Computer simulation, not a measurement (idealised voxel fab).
Process module in this document: voxel wiring stack
250 nm wide, 5 nm square cells: that's cross-section cut.
When this document writes out a cross-section, it uses a grid of square cells and lists it as bands, beginning at the top and moving down, with a band standing for one or more rows of cells. Heights first: top, then bottom, in nm. Then materials, left to right, each with a width in nm. "throughout" on a single material: fills the band edge to edge. "air": empty space. It should be noted that heights are counted from 0, beneath which the wafer as supplied is of one material throughout, and that the lowest band possesses no lower boundary but continues downward, as written in "0 down". Quick explanation for "30 to 40": the width changes in equal steps down the rows of cells, from the first number in the band's top row to the second number in its bottom row. No cell of the cross-section changed in a step that is given as "all unchanged". What "Voids lacking openings" gives you is every empty space of 8 cells or more that is cut off from the top. Each appears as width x height at distance, with the distance taken from the left edge and width, height and distance all in nm. Anything after a step's settings on that line? It's the simulator's own note about the step. overlay nm: step with mask; distance mask lay right of planned place; negative value = left of planned place.
Steps in the process plan
| 1 | RECEIVE: material Si |
| 2 | CONFORMAL_DEP: material SiO2, thk nm 10 |
| 3 | CONFORMAL_DEP: material SiCN, thk nm 5 |
| 4 | DIRECTIONAL_DEP: material SiO2, thk nm 15 |
| 5 | DIRECTIONAL_DEP: material aC, thk nm 10 |
| 6 | PATTERN: tone open, mask id METAL_1, material resist, width nm 20, pitch nm 35, thk nm 25, overlay nm 0 |
| 7 | DIRECTIONAL_ETCH: etch materials aC, depth nm 10 |
| 8 | STRIP: etch materials resist |
| 9 | DIRECTIONAL_ETCH: etch materials SiO2, depth nm 15 |
| 10 | DIRECTIONAL_ETCH: etch materials SiCN, depth nm 5 |
| 11 | STRIP: etch materials aC |
| 12 | CONFORMAL_DEP: material TiN, thk nm 5 |
| 13 | FILL_DEP: material Cu, thk nm 10 |
| 14 | CMP: height nm 30 |
| 15 | EPI: material Ru, thk nm 5 |
| 16 | FILL_DEP: material SiCN, thk nm 5 |
| 17 | DIRECTIONAL_DEP: material SiO2, thk nm 15 |
| 18 | DIRECTIONAL_DEP: material aC, thk nm 10 |
| 19 | PATTERN: tone open, mask id PLUG_1, material resist, width nm 15, pitch nm 70, thk nm 25, overlay nm 0 |
| 20 | DIRECTIONAL_ETCH: etch materials aC, depth nm 10 |
| 21 | STRIP: etch materials resist |
| 22 | DIRECTIONAL_ETCH: etch materials SiO2, depth nm 15 |
| 23 | DIRECTIONAL_ETCH: etch materials SiCN, depth nm 5 |
| 24 | STRIP: etch materials aC |
| 25 | CONFORMAL_DEP: material TiN, thk nm 5 |
| 26 | FILL_DEP: material W, thk nm 5 |
| 27 | CMP: height nm 55 |
| 28 | DIRECTIONAL_DEP: material TiN, thk nm 5 |
| 29 | DIRECTIONAL_DEP: material W, thk nm 25 |
| 30 | MASKED_ETCH: tone cover, mask id METAL_2, width nm 20, pitch nm 35, etch materials W, depth nm 25, overlay nm 0 |
| 31 | MASKED_ETCH: tone cover, mask id METAL_2, width nm 20, pitch nm 35, etch materials TiN, depth nm 5, overlay nm 0 |
| 32 | CONFORMAL_DEP: material SiN, thk nm 5 |
| 33 | FILL_DEP: material SiO2, thk nm 5 |
| 34 | CMP: height nm 85 |
| 35 | CONFORMAL_DEP: material SiCN, thk nm 5 |
| 36 | DIRECTIONAL_DEP: material lowk, thk nm 25 |
| 37 | DIRECTIONAL_DEP: material aC, thk nm 10 |
| 38 | PATTERN: tone open, mask id METAL_3, material resist, width nm 20, pitch nm 35, thk nm 25, overlay nm 0 |
| 39 | DIRECTIONAL_ETCH: etch materials aC, depth nm 10 |
| 40 | STRIP: etch materials resist |
| 41 | DIRECTIONAL_ETCH: etch materials lowk, depth nm 15 |
| 42 | STRIP: etch materials aC |
| 43 | PATTERN: tone open, mask id METAL_3_HOLES, material resist, width nm 15, pitch nm 35, thk nm 20, overlay nm 0 |
| 44 | DIRECTIONAL_ETCH: etch materials lowk, depth nm 10 |
| 45 | DIRECTIONAL_ETCH: etch materials SiCN, depth nm 5 |
| 46 | STRIP: etch materials resist |
| 47 | CONFORMAL_DEP: material TiN, thk nm 5 |
| 48 | FILL_DEP: material Cu, thk nm 10 |
| 49 | CMP: height nm 115 |
| 50 | CONFORMAL_DEP: material SiN, thk nm 5 |
Account of the first of two wafers, which was processed as intended
So this is the incoming wafer in cross-section - it's already been through step 1
0 down = Si throughout
Voids lacking openings: none
Once step 2 is through, the wafer looks like this in cross-section
10 to 0 = SiO2 throughout
Everything under 0 stays put, no change at all.
Once step 3 is through, the wafer looks like this in cross-section
15 to 10 = SiCN throughout
Everything under 10 stays put, no change at all.
Once step 4 is through, the wafer looks like this in cross-section
30 to 15 = SiO2 throughout
Everything under 15 stays put, no change at all.
Once step 5 is through, the wafer looks like this in cross-section
40 to 30 = aC throughout
Everything under 30 stays put, no change at all.
Once step 6 is through, the wafer looks like this in cross-section
65 to 40 = resist (80)  air (20)  resist (15)  air (20)  resist (15)  air (20)  resist (80)
Everything under 40 stays put, no change at all.
Once step 7 is through, the wafer looks like this in cross-section
55 to 40 = resist (80)  air (20)  resist (15)  air (20)  resist (15)  air (20)  resist (80)
40 to 30 = aC (80)  air (20)  aC (15)  air (20)  aC (15)  air (20)  aC (80)
Everything under 30 stays put, no change at all.
Once step 8 is through, the wafer looks like this in cross-section
40 to 30 = aC (80)  air (20)  aC (15)  air (20)  aC (15)  air (20)  aC (80)
Everything under 30 stays put, no change at all.
Once step 9 is through, the wafer looks like this in cross-section
40 to 30 = aC (80)  air (20)  aC (15)  air (20)  aC (15)  air (20)  aC (80)
30 to 15 = SiO2 (80)  air (20)  SiO2 (15)  air (20)  SiO2 (15)  air (20)  SiO2 (80)
Everything under 15 stays put, no change at all.
Once step 10 is through, the wafer looks like this in cross-section
40 to 30 = aC (80)  air (20)  aC (15)  air (20)  aC (15)  air (20)  aC (80)
30 to 15 = SiO2 (80)  air (20)  SiO2 (15)  air (20)  SiO2 (15)  air (20)  SiO2 (80)
15 to 10 = SiCN (80)  air (20)  SiCN (15)  air (20)  SiCN (15)  air (20)  SiCN (80)
Everything under 10 stays put, no change at all.
Once step 11 is through, the wafer looks like this in cross-section
30 to 15 = SiO2 (80)  air (20)  SiO2 (15)  air (20)  SiO2 (15)  air (20)  SiO2 (80)
Everything under 15 stays put, no change at all.
Once step 12 is through, the wafer looks like this in cross-section
35 to 30 = TiN (85)  air (10)  TiN (25)  air (10)  TiN (25)  air (10)  TiN (85)
30 to 15 = SiO2 (80)  TiN (5)  air (10)  TiN (5)  SiO2 (15)  TiN (5)  air (10)  TiN (5)  SiO2 (15)  TiN (5)  air (10)  TiN (5)  SiO2 (80)
15 to 10 = SiCN (80)  TiN (20)  SiCN (15)  TiN (20)  SiCN (15)  TiN (20)  SiCN (80)
Everything under 10 stays put, no change at all.
Once step 13 is through, the wafer looks like this in cross-section
45 to 35 = Cu throughout
35 to 30 = TiN (85)  Cu (10)  TiN (25)  Cu (10)  TiN (25)  Cu (10)  TiN (85)
30 to 15 = SiO2 (80)  TiN (5)  Cu (10)  TiN (5)  SiO2 (15)  TiN (5)  Cu (10)  TiN (5)  SiO2 (15)  TiN (5)  Cu (10)  TiN (5)  SiO2 (80)
Everything under 15 stays put, no change at all.
Once step 14 is through, the wafer looks like this in cross-section
30 to 15 = SiO2 (80)  TiN (5)  Cu (10)  TiN (5)  SiO2 (15)  TiN (5)  Cu (10)  TiN (5)  SiO2 (15)  TiN (5)  Cu (10)  TiN (5)  SiO2 (80)
Everything under 15 stays put, no change at all.
Once step 15 is through, the wafer looks like this in cross-section
35 to 30 = air (75)  Ru (30)  air (5)  Ru (30)  air (5)  Ru (30)  air (75)
Everything under 30 stays put, no change at all.
Once step 16 is through, the wafer looks like this in cross-section
40 to 35 = SiCN throughout
35 to 30 = SiCN (75)  Ru (30)  SiCN (5)  Ru (30)  SiCN (5)  Ru (30)  SiCN (75)
Everything under 30 stays put, no change at all.
Once step 17 is through, the wafer looks like this in cross-section
55 to 40 = SiO2 throughout
Everything under 40 stays put, no change at all.
Once step 18 is through, the wafer looks like this in cross-section
65 to 55 = aC throughout
Everything under 55 stays put, no change at all.
Once step 19 is through, the wafer looks like this in cross-section
90 to 65 = resist (80)  air (15)  resist (55)  air (15)  resist (85)
Everything under 65 stays put, no change at all.
Once step 20 is through, the wafer looks like this in cross-section
80 to 65 = resist (80)  air (15)  resist (55)  air (15)  resist (85)
65 to 55 = aC (80)  air (15)  aC (55)  air (15)  aC (85)
Everything under 55 stays put, no change at all.
Once step 21 is through, the wafer looks like this in cross-section
65 to 55 = aC (80)  air (15)  aC (55)  air (15)  aC (85)
Everything under 55 stays put, no change at all.
Once step 22 is through, the wafer looks like this in cross-section
65 to 55 = aC (80)  air (15)  aC (55)  air (15)  aC (85)
55 to 40 = SiO2 (80)  air (15)  SiO2 (55)  air (15)  SiO2 (85)
Everything under 40 stays put, no change at all.
Once step 23 is through, the wafer looks like this in cross-section
65 to 55 = aC (80)  air (15)  aC (55)  air (15)  aC (85)
55 to 40 = SiO2 (80)  air (15)  SiO2 (55)  air (15)  SiO2 (85)
40 to 35 = SiCN (80)  air (15)  SiCN (55)  air (15)  SiCN (85)
Everything under 35 stays put, no change at all.
Once step 24 is through, the wafer looks like this in cross-section
55 to 40 = SiO2 (80)  air (15)  SiO2 (55)  air (15)  SiO2 (85)
Everything under 40 stays put, no change at all.
Once step 25 is through, the wafer looks like this in cross-section
60 to 55 = TiN (85)  air (5)  TiN (65)  air (5)  TiN (90)
55 to 40 = SiO2 (80)  TiN (5)  air (5)  TiN (5)  SiO2 (55)  TiN (5)  air (5)  TiN (5)  SiO2 (85)
40 to 35 = SiCN (80)  TiN (15)  SiCN (55)  TiN (15)  SiCN (85)
Everything under 35 stays put, no change at all.
Once step 26 is through, the wafer looks like this in cross-section
65 to 60 = W throughout
60 to 55 = TiN (85)  W (5)  TiN (65)  W (5)  TiN (90)
55 to 40 = SiO2 (80)  TiN (5)  W (5)  TiN (5)  SiO2 (55)  TiN (5)  W (5)  TiN (5)  SiO2 (85)
Everything under 40 stays put, no change at all.
Once step 27 is through, the wafer looks like this in cross-section
55 to 40 = SiO2 (80)  TiN (5)  W (5)  TiN (5)  SiO2 (55)  TiN (5)  W (5)  TiN (5)  SiO2 (85)
Everything under 40 stays put, no change at all.
Once step 28 is through, the wafer looks like this in cross-section
60 to 55 = TiN throughout
Everything under 55 stays put, no change at all.
Once step 29 is through, the wafer looks like this in cross-section
85 to 60 = W throughout
Everything under 60 stays put, no change at all.
Once step 30 is through, the wafer looks like this in cross-section
85 to 60 = air (80)  W (20)  air (15)  W (20)  air (15)  W (20)  air (80)
Everything under 60 stays put, no change at all.
Once step 31 is through, the wafer looks like this in cross-section
85 to 60 = air (80)  W (20)  air (15)  W (20)  air (15)  W (20)  air (80)
60 to 55 = air (80)  TiN (20)  air (15)  TiN (20)  air (15)  TiN (20)  air (80)
Everything under 55 stays put, no change at all.
Once step 32 is through, the wafer looks like this in cross-section
90 to 85 = air (75)  SiN (30)  air (5)  SiN (30)  air (5)  SiN (30)  air (75)
85 to 60 = air (75)  SiN (5)  W (20)  SiN (5)  air (5)  SiN (5)  W (20)  SiN (5)  air (5)  SiN (5)  W (20)  SiN (5)  air (75)
60 to 55 = SiN (80)  TiN (20)  SiN (15)  TiN (20)  SiN (15)  TiN (20)  SiN (80)
Everything under 55 stays put, no change at all.
Once step 33 is through, the wafer looks like this in cross-section
95 to 90 = SiO2 throughout
90 to 85 = SiO2 (75)  SiN (30)  SiO2 (5)  SiN (30)  SiO2 (5)  SiN (30)  SiO2 (75)
85 to 60 = SiO2 (75)  SiN (5)  W (20)  SiN (5)  SiO2 (5)  SiN (5)  W (20)  SiN (5)  SiO2 (5)  SiN (5)  W (20)  SiN (5)  SiO2 (75)
Everything under 60 stays put, no change at all.
Once step 34 is through, the wafer looks like this in cross-section
85 to 60 = SiO2 (75)  SiN (5)  W (20)  SiN (5)  SiO2 (5)  SiN (5)  W (20)  SiN (5)  SiO2 (5)  SiN (5)  W (20)  SiN (5)  SiO2 (75)
Everything under 60 stays put, no change at all.
Once step 35 is through, the wafer looks like this in cross-section
90 to 85 = SiCN throughout
Everything under 85 stays put, no change at all.
Once step 36 is through, the wafer looks like this in cross-section
115 to 90 = lowk throughout
Everything under 90 stays put, no change at all.
Once step 37 is through, the wafer looks like this in cross-section
125 to 115 = aC throughout
Everything under 115 stays put, no change at all.
Once step 38 is through, the wafer looks like this in cross-section
150 to 125 = resist (80)  air (20)  resist (15)  air (20)  resist (15)  air (20)  resist (80)
Everything under 125 stays put, no change at all.
Once step 39 is through, the wafer looks like this in cross-section
140 to 125 = resist (80)  air (20)  resist (15)  air (20)  resist (15)  air (20)  resist (80)
125 to 115 = aC (80)  air (20)  aC (15)  air (20)  aC (15)  air (20)  aC (80)
Everything under 115 stays put, no change at all.
Once step 40 is through, the wafer looks like this in cross-section
125 to 115 = aC (80)  air (20)  aC (15)  air (20)  aC (15)  air (20)  aC (80)
Everything under 115 stays put, no change at all.
Once step 41 is through, the wafer looks like this in cross-section
125 to 115 = aC (80)  air (20)  aC (15)  air (20)  aC (15)  air (20)  aC (80)
115 to 100 = lowk (80)  air (20)  lowk (15)  air (20)  lowk (15)  air (20)  lowk (80)
Everything under 100 stays put, no change at all.
Once step 42 is through, the wafer looks like this in cross-section
115 to 100 = lowk (80)  air (20)  lowk (15)  air (20)  lowk (15)  air (20)  lowk (80)
Everything under 100 stays put, no change at all.
Once step 43 is through, the wafer looks like this in cross-section
135 to 115 = resist (80)  air (15)  resist (20)  air (15)  resist (20)  air (15)  resist (85)
115 to 100 = lowk (80)  air (15)  resist (5)  lowk (15)  air (15)  resist (5)  lowk (15)  air (15)  resist (5)  lowk (80)
Everything under 100 stays put, no change at all.
Once step 44 is through, the wafer looks like this in cross-section
135 to 115 = resist (80)  air (15)  resist (20)  air (15)  resist (20)  air (15)  resist (85)
115 to 100 = lowk (80)  air (15)  resist (5)  lowk (15)  air (15)  resist (5)  lowk (15)  air (15)  resist (5)  lowk (80)
100 to 90 = lowk (80)  air (15)  lowk (20)  air (15)  lowk (20)  air (15)  lowk (85)
Everything under 90 stays put, no change at all.
Once step 45 is through, the wafer looks like this in cross-section
135 to 115 = resist (80)  air (15)  resist (20)  air (15)  resist (20)  air (15)  resist (85)
115 to 100 = lowk (80)  air (15)  resist (5)  lowk (15)  air (15)  resist (5)  lowk (15)  air (15)  resist (5)  lowk (80)
100 to 90 = lowk (80)  air (15)  lowk (20)  air (15)  lowk (20)  air (15)  lowk (85)
90 to 85 = SiCN (80)  air (15)  SiCN (20)  air (15)  SiCN (20)  air (15)  SiCN (85)
Everything under 85 stays put, no change at all.
Once step 46 is through, the wafer looks like this in cross-section
115 to 100 = lowk (80)  air (20)  lowk (15)  air (20)  lowk (15)  air (20)  lowk (80)
Everything under 100 stays put, no change at all.
Once step 47 is through, the wafer looks like this in cross-section
120 to 115 = TiN (85)  air (10)  TiN (25)  air (10)  TiN (25)  air (10)  TiN (85)
115 to 105 = lowk (80)  TiN (5)  air (10)  TiN (5)  lowk (15)  TiN (5)  air (10)  TiN (5)  lowk (15)  TiN (5)  air (10)  TiN (5)  lowk (80)
105 to 100 = lowk (80)  TiN (5)  air (5)  TiN (10)  lowk (15)  TiN (5)  air (5)  TiN (10)  lowk (15)  TiN (5)  air (5)  TiN (10)  lowk (80)
100 to 90 = lowk (80)  TiN (5)  air (5)  TiN (5)  lowk (20)  TiN (5)  air (5)  TiN (5)  lowk (20)  TiN (5)  air (5)  TiN (5)  lowk (85)
90 to 85 = SiCN (80)  TiN (15)  SiCN (20)  TiN (15)  SiCN (20)  TiN (15)  SiCN (85)
Everything under 85 stays put, no change at all.
Once step 48 is through, the wafer looks like this in cross-section
130 to 120 = Cu throughout
120 to 115 = TiN (85)  Cu (10)  TiN (25)  Cu (10)  TiN (25)  Cu (10)  TiN (85)
115 to 105 = lowk (80)  TiN (5)  Cu (10)  TiN (5)  lowk (15)  TiN (5)  Cu (10)  TiN (5)  lowk (15)  TiN (5)  Cu (10)  TiN (5)  lowk (80)
105 to 100 = lowk (80)  TiN (5)  Cu (5)  TiN (10)  lowk (15)  TiN (5)  Cu (5)  TiN (10)  lowk (15)  TiN (5)  Cu (5)  TiN (10)  lowk (80)
100 to 90 = lowk (80)  TiN (5)  Cu (5)  TiN (5)  lowk (20)  TiN (5)  Cu (5)  TiN (5)  lowk (20)  TiN (5)  Cu (5)  TiN (5)  lowk (85)
Everything under 90 stays put, no change at all.
Once step 49 is through, the wafer looks like this in cross-section
115 to 105 = lowk (80)  TiN (5)  Cu (10)  TiN (5)  lowk (15)  TiN (5)  Cu (10)  TiN (5)  lowk (15)  TiN (5)  Cu (10)  TiN (5)  lowk (80)
Everything under 105 stays put, no change at all.
Once step 50 is through, the wafer looks like this in cross-section
120 to 115 = SiN throughout
Everything under 115 stays put, no change at all.
Now the other wafer: same start, same recipe, but we messed up one thing when running it. Up to and including step 25 it's the same as the first one
Cross-section of the second wafer when, according to plan, step 26 should have finished
70 to 60 = W throughout
60 to 55 = TiN (85)  W (5)  TiN (65)  W (5)  TiN (90)
55 to 40 = SiO2 (80)  TiN (5)  W (5)  TiN (5)  SiO2 (55)  TiN (5)  W (5)  TiN (5)  SiO2 (85)
Everything under 40 stays put, no change at all.
Cross-section of the second wafer when, according to plan, step 27 should have finished
55 to 40 = SiO2 (80)  TiN (5)  W (5)  TiN (5)  SiO2 (55)  TiN (5)  W (5)  TiN (5)  SiO2 (85)
Everything under 40 stays put, no change at all.
Cross-section of the second wafer when, according to plan, step 28 should have finished
60 to 55 = TiN throughout
Everything under 55 stays put, no change at all.
Cross-section of the second wafer when, according to plan, step 29 should have finished
85 to 60 = W throughout
Everything under 60 stays put, no change at all.
Cross-section of the second wafer when, according to plan, step 30 should have finished
85 to 60 = air (80)  W (20)  air (15)  W (20)  air (15)  W (20)  air (80)
Everything under 60 stays put, no change at all.
Cross-section of the second wafer when, according to plan, step 31 should have finished
85 to 60 = air (80)  W (20)  air (15)  W (20)  air (15)  W (20)  air (80)
60 to 55 = air (80)  TiN (20)  air (15)  TiN (20)  air (15)  TiN (20)  air (80)
Everything under 55 stays put, no change at all.
Cross-section of the second wafer when, according to plan, step 32 should have finished
90 to 85 = air (75)  SiN (30)  air (5)  SiN (30)  air (5)  SiN (30)  air (75)
85 to 60 = air (75)  SiN (5)  W (20)  SiN (5)  air (5)  SiN (5)  W (20)  SiN (5)  air (5)  SiN (5)  W (20)  SiN (5)  air (75)
60 to 55 = SiN (80)  TiN (20)  SiN (15)  TiN (20)  SiN (15)  TiN (20)  SiN (80)
Everything under 55 stays put, no change at all.
Cross-section of the second wafer when, according to plan, step 33 should have finished
95 to 90 = SiO2 throughout
90 to 85 = SiO2 (75)  SiN (30)  SiO2 (5)  SiN (30)  SiO2 (5)  SiN (30)  SiO2 (75)
85 to 60 = SiO2 (75)  SiN (5)  W (20)  SiN (5)  SiO2 (5)  SiN (5)  W (20)  SiN (5)  SiO2 (5)  SiN (5)  W (20)  SiN (5)  SiO2 (75)
Everything under 60 stays put, no change at all.
Cross-section of the second wafer when, according to plan, step 34 should have finished
85 to 60 = SiO2 (75)  SiN (5)  W (20)  SiN (5)  SiO2 (5)  SiN (5)  W (20)  SiN (5)  SiO2 (5)  SiN (5)  W (20)  SiN (5)  SiO2 (75)
Everything under 60 stays put, no change at all.
Cross-section of the second wafer when, according to plan, step 35 should have finished
90 to 85 = SiCN throughout
Everything under 85 stays put, no change at all.
Cross-section of the second wafer when, according to plan, step 36 should have finished
115 to 90 = lowk throughout
Everything under 90 stays put, no change at all.
Cross-section of the second wafer when, according to plan, step 37 should have finished
125 to 115 = aC throughout
Everything under 115 stays put, no change at all.
Cross-section of the second wafer when, according to plan, step 38 should have finished
150 to 125 = resist (80)  air (20)  resist (15)  air (20)  resist (15)  air (20)  resist (80)
Everything under 125 stays put, no change at all.
Cross-section of the second wafer when, according to plan, step 39 should have finished
140 to 125 = resist (80)  air (20)  resist (15)  air (20)  resist (15)  air (20)  resist (80)
125 to 115 = aC (80)  air (20)  aC (15)  air (20)  aC (15)  air (20)  aC (80)
Everything under 115 stays put, no change at all.
Cross-section of the second wafer when, according to plan, step 40 should have finished
125 to 115 = aC (80)  air (20)  aC (15)  air (20)  aC (15)  air (20)  aC (80)
Everything under 115 stays put, no change at all.
Cross-section of the second wafer when, according to plan, step 41 should have finished
125 to 115 = aC (80)  air (20)  aC (15)  air (20)  aC (15)  air (20)  aC (80)
115 to 100 = lowk (80)  air (20)  lowk (15)  air (20)  lowk (15)  air (20)  lowk (80)
Everything under 100 stays put, no change at all.
Cross-section of the second wafer when, according to plan, step 42 should have finished
115 to 100 = lowk (80)  air (20)  lowk (15)  air (20)  lowk (15)  air (20)  lowk (80)
Everything under 100 stays put, no change at all.
Cross-section of the second wafer when, according to plan, step 43 should have finished
135 to 115 = resist (80)  air (15)  resist (20)  air (15)  resist (20)  air (15)  resist (85)
115 to 100 = lowk (80)  air (15)  resist (5)  lowk (15)  air (15)  resist (5)  lowk (15)  air (15)  resist (5)  lowk (80)
Everything under 100 stays put, no change at all.
Cross-section of the second wafer when, according to plan, step 44 should have finished
135 to 115 = resist (80)  air (15)  resist (20)  air (15)  resist (20)  air (15)  resist (85)
115 to 100 = lowk (80)  air (15)  resist (5)  lowk (15)  air (15)  resist (5)  lowk (15)  air (15)  resist (5)  lowk (80)
100 to 90 = lowk (80)  air (15)  lowk (20)  air (15)  lowk (20)  air (15)  lowk (85)
Everything under 90 stays put, no change at all.
Cross-section of the second wafer when, according to plan, step 45 should have finished
135 to 115 = resist (80)  air (15)  resist (20)  air (15)  resist (20)  air (15)  resist (85)
115 to 100 = lowk (80)  air (15)  resist (5)  lowk (15)  air (15)  resist (5)  lowk (15)  air (15)  resist (5)  lowk (80)
100 to 90 = lowk (80)  air (15)  lowk (20)  air (15)  lowk (20)  air (15)  lowk (85)
90 to 85 = SiCN (80)  air (15)  SiCN (20)  air (15)  SiCN (20)  air (15)  SiCN (85)
Everything under 85 stays put, no change at all.
Cross-section of the second wafer when, according to plan, step 46 should have finished
115 to 100 = lowk (80)  air (20)  lowk (15)  air (20)  lowk (15)  air (20)  lowk (80)
Everything under 100 stays put, no change at all.
Cross-section of the second wafer when, according to plan, step 47 should have finished
120 to 115 = TiN (85)  air (10)  TiN (25)  air (10)  TiN (25)  air (10)  TiN (85)
115 to 105 = lowk (80)  TiN (5)  air (10)  TiN (5)  lowk (15)  TiN (5)  air (10)  TiN (5)  lowk (15)  TiN (5)  air (10)  TiN (5)  lowk (80)
105 to 100 = lowk (80)  TiN (5)  air (5)  TiN (10)  lowk (15)  TiN (5)  air (5)  TiN (10)  lowk (15)  TiN (5)  air (5)  TiN (10)  lowk (80)
100 to 90 = lowk (80)  TiN (5)  air (5)  TiN (5)  lowk (20)  TiN (5)  air (5)  TiN (5)  lowk (20)  TiN (5)  air (5)  TiN (5)  lowk (85)
90 to 85 = SiCN (80)  TiN (15)  SiCN (20)  TiN (15)  SiCN (20)  TiN (15)  SiCN (85)
Everything under 85 stays put, no change at all.
Cross-section of the second wafer when, according to plan, step 48 should have finished
130 to 120 = Cu throughout
120 to 115 = TiN (85)  Cu (10)  TiN (25)  Cu (10)  TiN (25)  Cu (10)  TiN (85)
115 to 105 = lowk (80)  TiN (5)  Cu (10)  TiN (5)  lowk (15)  TiN (5)  Cu (10)  TiN (5)  lowk (15)  TiN (5)  Cu (10)  TiN (5)  lowk (80)
105 to 100 = lowk (80)  TiN (5)  Cu (5)  TiN (10)  lowk (15)  TiN (5)  Cu (5)  TiN (10)  lowk (15)  TiN (5)  Cu (5)  TiN (10)  lowk (80)
100 to 90 = lowk (80)  TiN (5)  Cu (5)  TiN (5)  lowk (20)  TiN (5)  Cu (5)  TiN (5)  lowk (20)  TiN (5)  Cu (5)  TiN (5)  lowk (85)
Everything under 90 stays put, no change at all.
Cross-section of the second wafer when, according to plan, step 49 should have finished
115 to 105 = lowk (80)  TiN (5)  Cu (10)  TiN (5)  lowk (15)  TiN (5)  Cu (10)  TiN (5)  lowk (15)  TiN (5)  Cu (10)  TiN (5)  lowk (80)
Everything under 105 stays put, no change at all.
Cross-section of the second wafer when, according to plan, step 50 should have finished
120 to 115 = SiN throughout
Everything under 115 stays put, no change at all.
In executing the process, a mistake was made relative to the plan: plan step 26 was twice executed
at the end the two cross-sections are the same: no effect in what this model computes
